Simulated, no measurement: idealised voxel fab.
Documented hereafter: the process module known as voxel self aligned contacts.
Square cell edge 5 nm, section width 235 nm, ID cut.
Notation: cross-section as square-cell grid; stated in bands, top first, going down; one or more cell rows per band. Within each band entry, the heights of the top and of the bottom of the band appear first, in that order and in nm; the materials of the band then follow from left to right, each with its corresponding width in nm. The designation "all across" on a single material indicates that it fills the band from edge to edge; the designation "blank" indicates empty space. Heights are expressed relative to 0, this being the level below which the as-received wafer comprises one material exclusively. The lowest band is unbounded in the downward direction and is denoted as in "0 and below". The expression "30->40" gives the width at the extremes of the band, the first number at its top row of cells and the second at its bottom row, with the width changing by equal amounts from each row to the next in between. Where the words "no modification" appear for a step, the cross-section shows no cell changed by that step; every cell remained as before. Closed-off voids of 8+ cells (no open route to the top) go in "Cavities, sealed", written width x height at distance from the left edge, in nm. On a step's line, text after the settings is the simulator commenting on that step. overlay nm: step with mask; distance mask lay right of planned place; negative value = left of planned place.

These are the steps we planned for the process
1. op RECEIVE | material Si
2. op CONFORMAL_DEP | material SiO2 | thk nm 5
3. op DIRECTIONAL_DEP | material polySi | thk nm 20
4. op DIRECTIONAL_DEP | material SiN | thk nm 20
5. op DIRECTIONAL_DEP | material aC | thk nm 10
6. op PATTERN | tone cover | mask id GATE | material resist | width nm 35 | pitch nm 75 | thk nm 25 | overlay nm 0
7. op DIRECTIONAL_ETCH | etch materials aC | depth nm 10
8. op STRIP | etch materials resist
9. op DIRECTIONAL_ETCH | etch materials SiN | depth nm 20
10. op DIRECTIONAL_ETCH | etch materials polySi | depth nm 20
11. op STRIP | etch materials aC
12. op CONFORMAL_DEP | material SiN | thk nm 10
13. op DIRECTIONAL_ETCH | etch materials SiN | depth nm 10
14. op FILL_DEP | material SiO2 | thk nm 20
15. op CMP | height nm 55
16. op PATTERN | tone open | mask id CONTACT | material resist | width nm 60 | pitch nm 75 | thk nm 15 | overlay nm 0
17. op DIRECTIONAL_ETCH | etch materials SiO2 | depth nm 55
18. op STRIP | etch materials resist
19. op CONFORMAL_DEP | material TiN | thk nm 5
20. op FILL_DEP | material W | thk nm 5
21. op CMP | height nm 55
22. op CONFORMAL_DEP | material SiN | thk nm 5

Run as planned: first of two wafers

Shown in cross-section is the wafer as received, that is, as it stands after step 1
> 0 and below | Si all across
> Cavities, sealed: none

Wafer xsec, post step 2
> 5 down to 0 | SiO2 all across
> Anything lower than 0 is untouched.

Wafer xsec, post step 3
> 25 down to 5 | polySi all across
> Anything lower than 5 is untouched.

Wafer xsec, post step 4
> 45 down to 25 | SiN all across
> Anything lower than 25 is untouched.

Wafer xsec, post step 5
> 55 down to 45 | aC all across
> Anything lower than 45 is untouched.

Wafer xsec, post step 6
> 80 down to 55 | 25 nm blank, then 35 nm resist, then 40 nm blank, then 35 nm resist, then 40 nm blank, then 35 nm resist, then 25 nm blank
> Anything lower than 55 is untouched.

Wafer xsec, post step 7
> 70 down to 55 | 25 nm blank, then 35 nm resist, then 40 nm blank, then 35 nm resist, then 40 nm blank, then 35 nm resist, then 25 nm blank
> 55 down to 45 | 25 nm blank, then 35 nm aC, then 40 nm blank, then 35 nm aC, then 40 nm blank, then 35 nm aC, then 25 nm blank
> Anything lower than 45 is untouched.

Wafer xsec, post step 8
> 55 down to 45 | 25 nm blank, then 35 nm aC, then 40 nm blank, then 35 nm aC, then 40 nm blank, then 35 nm aC, then 25 nm blank
> Anything lower than 45 is untouched.

Wafer xsec, post step 9
> 55 down to 45 | 25 nm blank, then 35 nm aC, then 40 nm blank, then 35 nm aC, then 40 nm blank, then 35 nm aC, then 25 nm blank
> 45 down to 25 | 25 nm blank, then 35 nm SiN, then 40 nm blank, then 35 nm SiN, then 40 nm blank, then 35 nm SiN, then 25 nm blank
> Anything lower than 25 is untouched.

Wafer xsec, post step 10
> 55 down to 45 | 25 nm blank, then 35 nm aC, then 40 nm blank, then 35 nm aC, then 40 nm blank, then 35 nm aC, then 25 nm blank
> 45 down to 25 | 25 nm blank, then 35 nm SiN, then 40 nm blank, then 35 nm SiN, then 40 nm blank, then 35 nm SiN, then 25 nm blank
> 25 down to 5 | 25 nm blank, then 35 nm polySi, then 40 nm blank, then 35 nm polySi, then 40 nm blank, then 35 nm polySi, then 25 nm blank
> Anything lower than 5 is untouched.

Wafer xsec, post step 11
> 45 down to 25 | 25 nm blank, then 35 nm SiN, then 40 nm blank, then 35 nm SiN, then 40 nm blank, then 35 nm SiN, then 25 nm blank
> Anything lower than 25 is untouched.

Wafer xsec, post step 12
> 55 down to 25 | 15 nm blank, then 55 nm SiN, then 20 nm blank, then 55 nm SiN, then 20 nm blank, then 55 nm SiN, then 15 nm blank
> 25 down to 15 | 15 nm blank, then 10 nm SiN, then 35 nm polySi, then 10 nm SiN, then 20 nm blank, then 10 nm SiN, then 35 nm polySi, then 10 nm SiN, then 20 nm blank, then 10 nm SiN, then 35 nm polySi, then 10 nm SiN, then 15 nm blank
> 15 down to 5 | 25 nm SiN, then 35 nm polySi, then 40 nm SiN, then 35 nm polySi, then 40 nm SiN, then 35 nm polySi, then 25 nm SiN
> Anything lower than 5 is untouched.

Wafer xsec, post step 13
> 45 down to 25 | 15 nm blank, then 55 nm SiN, then 20 nm blank, then 55 nm SiN, then 20 nm blank, then 55 nm SiN, then 15 nm blank
> 25 down to 5 | 15 nm blank, then 10 nm SiN, then 35 nm polySi, then 10 nm SiN, then 20 nm blank, then 10 nm SiN, then 35 nm polySi, then 10 nm SiN, then 20 nm blank, then 10 nm SiN, then 35 nm polySi, then 10 nm SiN, then 15 nm blank
> Anything lower than 5 is untouched.

Wafer xsec, post step 14
> 65 down to 45 | SiO2 all across
> 45 down to 25 | 15 nm SiO2, then 55 nm SiN, then 20 nm SiO2, then 55 nm SiN, then 20 nm SiO2, then 55 nm SiN, then 15 nm SiO2
> 25 down to 5 | 15 nm SiO2, then 10 nm SiN, then 35 nm polySi, then 10 nm SiN, then 20 nm SiO2, then 10 nm SiN, then 35 nm polySi, then 10 nm SiN, then 20 nm SiO2, then 10 nm SiN, then 35 nm polySi, then 10 nm SiN, then 15 nm SiO2
> Anything lower than 5 is untouched.

Wafer xsec, post step 15
> 55 down to 45 | SiO2 all across
> Anything lower than 45 is untouched.

Wafer xsec, post step 16
> 70 down to 55 | 50 nm resist, then 60 nm blank, then 15 nm resist, then 60 nm blank, then 50 nm resist
> Anything lower than 55 is untouched.

Wafer xsec, post step 17
> 70 down to 55 | 50 nm resist, then 60 nm blank, then 15 nm resist, then 60 nm blank, then 50 nm resist
> 55 down to 45 | 50 nm SiO2, then 60 nm blank, then 15 nm SiO2, then 60 nm blank, then 50 nm SiO2
> 45 down to 25 | 15 nm SiO2, then 55 nm SiN, then 20 nm blank, then 55 nm SiN, then 20 nm blank, then 55 nm SiN, then 15 nm SiO2
> 25 down to 5 | 15 nm SiO2, then 10 nm SiN, then 35 nm polySi, then 10 nm SiN, then 20 nm blank, then 10 nm SiN, then 35 nm polySi, then 10 nm SiN, then 20 nm blank, then 10 nm SiN, then 35 nm polySi, then 10 nm SiN, then 15 nm SiO2
> 5 down to 0 | 70 nm SiO2, then 20 nm blank, then 55 nm SiO2, then 20 nm blank, then 70 nm SiO2
> Anything lower than 0 is untouched.

Wafer xsec, post step 18
> 55 down to 45 | 50 nm SiO2, then 60 nm blank, then 15 nm SiO2, then 60 nm blank, then 50 nm SiO2
> Anything lower than 45 is untouched.

Wafer xsec, post step 19
> 60 down to 55 | 55 nm TiN, then 50 nm blank, then 25 nm TiN, then 50 nm blank, then 55 nm TiN
> 55 down to 45 | 50 nm SiO2, then 5->25 nm TiN, then 50->10 nm blank, then 5->25 nm TiN, then 15 nm SiO2, then 5->25 nm TiN, then 50->10 nm blank, then 5->25 nm TiN, then 50 nm SiO2
> 45 down to 25 | 15 nm SiO2, then 55 nm SiN, then 5 nm TiN, then 10 nm blank, then 5 nm TiN, then 55 nm SiN, then 5 nm TiN, then 10 nm blank, then 5 nm TiN, then 55 nm SiN, then 15 nm SiO2
> 25 down to 5 | 15 nm SiO2, then 10 nm SiN, then 35 nm polySi, then 10 nm SiN, then 5 nm TiN, then 10 nm blank, then 5 nm TiN, then 10 nm SiN, then 35 nm polySi, then 10 nm SiN, then 5 nm TiN, then 10 nm blank, then 5 nm TiN, then 10 nm SiN, then 35 nm polySi, then 10 nm SiN, then 15 nm SiO2
> 5 down to 0 | 70 nm SiO2, then 20 nm TiN, then 55 nm SiO2, then 20 nm TiN, then 70 nm SiO2
> Anything lower than 0 is untouched.

Wafer xsec, post step 20
> 65 down to 60 | W all across
> 60 down to 55 | 55 nm TiN, then 50 nm W, then 25 nm TiN, then 50 nm W, then 55 nm TiN
> 55 down to 45 | 50 nm SiO2, then 5->25 nm TiN, then 50->10 nm W, then 5->25 nm TiN, then 15 nm SiO2, then 5->25 nm TiN, then 50->10 nm W, then 5->25 nm TiN, then 50 nm SiO2
> 45 down to 25 | 15 nm SiO2, then 55 nm SiN, then 5 nm TiN, then 10 nm W, then 5 nm TiN, then 55 nm SiN, then 5 nm TiN, then 10 nm W, then 5 nm TiN, then 55 nm SiN, then 15 nm SiO2
> 25 down to 5 | 15 nm SiO2, then 10 nm SiN, then 35 nm polySi, then 10 nm SiN, then 5 nm TiN, then 10 nm W, then 5 nm TiN, then 10 nm SiN, then 35 nm polySi, then 10 nm SiN, then 5 nm TiN, then 10 nm W, then 5 nm TiN, then 10 nm SiN, then 35 nm polySi, then 10 nm SiN, then 15 nm SiO2
> Anything lower than 5 is untouched.

Wafer xsec, post step 21
> 55 down to 45 | 50 nm SiO2, then 5->25 nm TiN, then 50->10 nm W, then 5->25 nm TiN, then 15 nm SiO2, then 5->25 nm TiN, then 50->10 nm W, then 5->25 nm TiN, then 50 nm SiO2
> Anything lower than 45 is untouched.

Wafer xsec, post step 22
> 60 down to 55 | SiN all across
> Anything lower than 55 is untouched.

Okay, second wafer. Nothing different at the start, nothing different in the plan, just one mistake somewhere in the running. As far as step 5, counting that step, it's the first wafer all over again

The second wafer in cross-section, at the planned close of step 6
> 80 down to 55 | 15 nm blank, then 35 nm resist, then 40 nm blank, then 35 nm resist, then 40 nm blank, then 35 nm resist, then 35 nm blank
> Anything lower than 55 is untouched.

The second wafer in cross-section, at the planned close of step 7
> 70 down to 55 | 15 nm blank, then 35 nm resist, then 40 nm blank, then 35 nm resist, then 40 nm blank, then 35 nm resist, then 35 nm blank
> 55 down to 45 | 15 nm blank, then 35 nm aC, then 40 nm blank, then 35 nm aC, then 40 nm blank, then 35 nm aC, then 35 nm blank
> Anything lower than 45 is untouched.

The second wafer in cross-section, at the planned close of step 8
> 55 down to 45 | 15 nm blank, then 35 nm aC, then 40 nm blank, then 35 nm aC, then 40 nm blank, then 35 nm aC, then 35 nm blank
> Anything lower than 45 is untouched.

The second wafer in cross-section, at the planned close of step 9
> 55 down to 45 | 15 nm blank, then 35 nm aC, then 40 nm blank, then 35 nm aC, then 40 nm blank, then 35 nm aC, then 35 nm blank
> 45 down to 25 | 15 nm blank, then 35 nm SiN, then 40 nm blank, then 35 nm SiN, then 40 nm blank, then 35 nm SiN, then 35 nm blank
> Anything lower than 25 is untouched.

The second wafer in cross-section, at the planned close of step 10
> 55 down to 45 | 15 nm blank, then 35 nm aC, then 40 nm blank, then 35 nm aC, then 40 nm blank, then 35 nm aC, then 35 nm blank
> 45 down to 25 | 15 nm blank, then 35 nm SiN, then 40 nm blank, then 35 nm SiN, then 40 nm blank, then 35 nm SiN, then 35 nm blank
> 25 down to 5 | 15 nm blank, then 35 nm polySi, then 40 nm blank, then 35 nm polySi, then 40 nm blank, then 35 nm polySi, then 35 nm blank
> Anything lower than 5 is untouched.

The second wafer in cross-section, at the planned close of step 11
> 45 down to 25 | 15 nm blank, then 35 nm SiN, then 40 nm blank, then 35 nm SiN, then 40 nm blank, then 35 nm SiN, then 35 nm blank
> Anything lower than 25 is untouched.

The second wafer in cross-section, at the planned close of step 12
> 55 down to 25 | 5 nm blank, then 55 nm SiN, then 20 nm blank, then 55 nm SiN, then 20 nm blank, then 55 nm SiN, then 25 nm blank
> 25 down to 15 | 5 nm blank, then 10 nm SiN, then 35 nm polySi, then 10 nm SiN, then 20 nm blank, then 10 nm SiN, then 35 nm polySi, then 10 nm SiN, then 20 nm blank, then 10 nm SiN, then 35 nm polySi, then 10 nm SiN, then 25 nm blank
> 15 down to 5 | 15 nm SiN, then 35 nm polySi, then 40 nm SiN, then 35 nm polySi, then 40 nm SiN, then 35 nm polySi, then 35 nm SiN
> Anything lower than 5 is untouched.

The second wafer in cross-section, at the planned close of step 13
> 45 down to 25 | 5 nm blank, then 55 nm SiN, then 20 nm blank, then 55 nm SiN, then 20 nm blank, then 55 nm SiN, then 25 nm blank
> 25 down to 5 | 5 nm blank, then 10 nm SiN, then 35 nm polySi, then 10 nm SiN, then 20 nm blank, then 10 nm SiN, then 35 nm polySi, then 10 nm SiN, then 20 nm blank, then 10 nm SiN, then 35 nm polySi, then 10 nm SiN, then 25 nm blank
> Anything lower than 5 is untouched.

The second wafer in cross-section, at the planned close of step 14
> 65 down to 45 | SiO2 all across
> 45 down to 25 | 5 nm SiO2, then 55 nm SiN, then 20 nm SiO2, then 55 nm SiN, then 20 nm SiO2, then 55 nm SiN, then 25 nm SiO2
> 25 down to 5 | 5 nm SiO2, then 10 nm SiN, then 35 nm polySi, then 10 nm SiN, then 20 nm SiO2, then 10 nm SiN, then 35 nm polySi, then 10 nm SiN, then 20 nm SiO2, then 10 nm SiN, then 35 nm polySi, then 10 nm SiN, then 25 nm SiO2
> Anything lower than 5 is untouched.

The second wafer in cross-section, at the planned close of step 15
> 55 down to 45 | SiO2 all across
> Anything lower than 45 is untouched.

The second wafer in cross-section, at the planned close of step 16
> 70 down to 55 | 50 nm resist, then 60 nm blank, then 15 nm resist, then 60 nm blank, then 50 nm resist
> Anything lower than 55 is untouched.

The second wafer in cross-section, at the planned close of step 17
> 70 down to 55 | 50 nm resist, then 60 nm blank, then 15 nm resist, then 60 nm blank, then 50 nm resist
> 55 down to 45 | 50 nm SiO2, then 60 nm blank, then 15 nm SiO2, then 60 nm blank, then 50 nm SiO2
> 45 down to 25 | 5 nm SiO2, then 55 nm SiN, then 20 nm blank, then 55 nm SiN, then 20 nm blank, then 55 nm SiN, then 25 nm SiO2
> 25 down to 5 | 5 nm SiO2, then 10 nm SiN, then 35 nm polySi, then 10 nm SiN, then 20 nm blank, then 10 nm SiN, then 35 nm polySi, then 10 nm SiN, then 20 nm blank, then 10 nm SiN, then 35 nm polySi, then 10 nm SiN, then 25 nm SiO2
> 5 down to 0 | 60 nm SiO2, then 20 nm blank, then 55 nm SiO2, then 20 nm blank, then 80 nm SiO2
> Anything lower than 0 is untouched.

The second wafer in cross-section, at the planned close of step 18
> 55 down to 45 | 50 nm SiO2, then 60 nm blank, then 15 nm SiO2, then 60 nm blank, then 50 nm SiO2
> Anything lower than 45 is untouched.

The second wafer in cross-section, at the planned close of step 19
> 60 down to 55 | 55 nm TiN, then 50 nm blank, then 25 nm TiN, then 50 nm blank, then 55 nm TiN
> 55 down to 45 | 50 nm SiO2, then 5->15 nm TiN, then 50->10 nm blank, then 5->35 nm TiN, then 15 nm SiO2, then 5->15 nm TiN, then 50->10 nm blank, then 5->35 nm TiN, then 50 nm SiO2
> 45 down to 25 | 5 nm SiO2, then 55 nm SiN, then 5 nm TiN, then 10 nm blank, then 5 nm TiN, then 55 nm SiN, then 5 nm TiN, then 10 nm blank, then 5 nm TiN, then 55 nm SiN, then 25 nm SiO2
> 25 down to 5 | 5 nm SiO2, then 10 nm SiN, then 35 nm polySi, then 10 nm SiN, then 5 nm TiN, then 10 nm blank, then 5 nm TiN, then 10 nm SiN, then 35 nm polySi, then 10 nm SiN, then 5 nm TiN, then 10 nm blank, then 5 nm TiN, then 10 nm SiN, then 35 nm polySi, then 10 nm SiN, then 25 nm SiO2
> 5 down to 0 | 60 nm SiO2, then 20 nm TiN, then 55 nm SiO2, then 20 nm TiN, then 80 nm SiO2
> Anything lower than 0 is untouched.

The second wafer in cross-section, at the planned close of step 20
> 65 down to 60 | W all across
> 60 down to 55 | 55 nm TiN, then 50 nm W, then 25 nm TiN, then 50 nm W, then 55 nm TiN
> 55 down to 45 | 50 nm SiO2, then 5->15 nm TiN, then 50->10 nm W, then 5->35 nm TiN, then 15 nm SiO2, then 5->15 nm TiN, then 50->10 nm W, then 5->35 nm TiN, then 50 nm SiO2
> 45 down to 25 | 5 nm SiO2, then 55 nm SiN, then 5 nm TiN, then 10 nm W, then 5 nm TiN, then 55 nm SiN, then 5 nm TiN, then 10 nm W, then 5 nm TiN, then 55 nm SiN, then 25 nm SiO2
> 25 down to 5 | 5 nm SiO2, then 10 nm SiN, then 35 nm polySi, then 10 nm SiN, then 5 nm TiN, then 10 nm W, then 5 nm TiN, then 10 nm SiN, then 35 nm polySi, then 10 nm SiN, then 5 nm TiN, then 10 nm W, then 5 nm TiN, then 10 nm SiN, then 35 nm polySi, then 10 nm SiN, then 25 nm SiO2
> Anything lower than 5 is untouched.

The second wafer in cross-section, at the planned close of step 21
> 55 down to 45 | 50 nm SiO2, then 5->15 nm TiN, then 50->10 nm W, then 5->35 nm TiN, then 15 nm SiO2, then 5->15 nm TiN, then 50->10 nm W, then 5->35 nm TiN, then 50 nm SiO2
> Anything lower than 45 is untouched.

The second wafer in cross-section, at the planned close of step 22
> 60 down to 55 | SiN all across
> Anything lower than 55 is untouched.
Heads up, the wafer didn't run the way we planned it: step 6 was not run as planned; what actually ran was op PATTERN | tone cover | mask id GATE | material resist | width nm 35 | pitch nm 75 | thk nm 25 | overlay nm -10
When the process is done, the second wafer contains the same cell count of every material as the first wafer, but distributed over other locations.
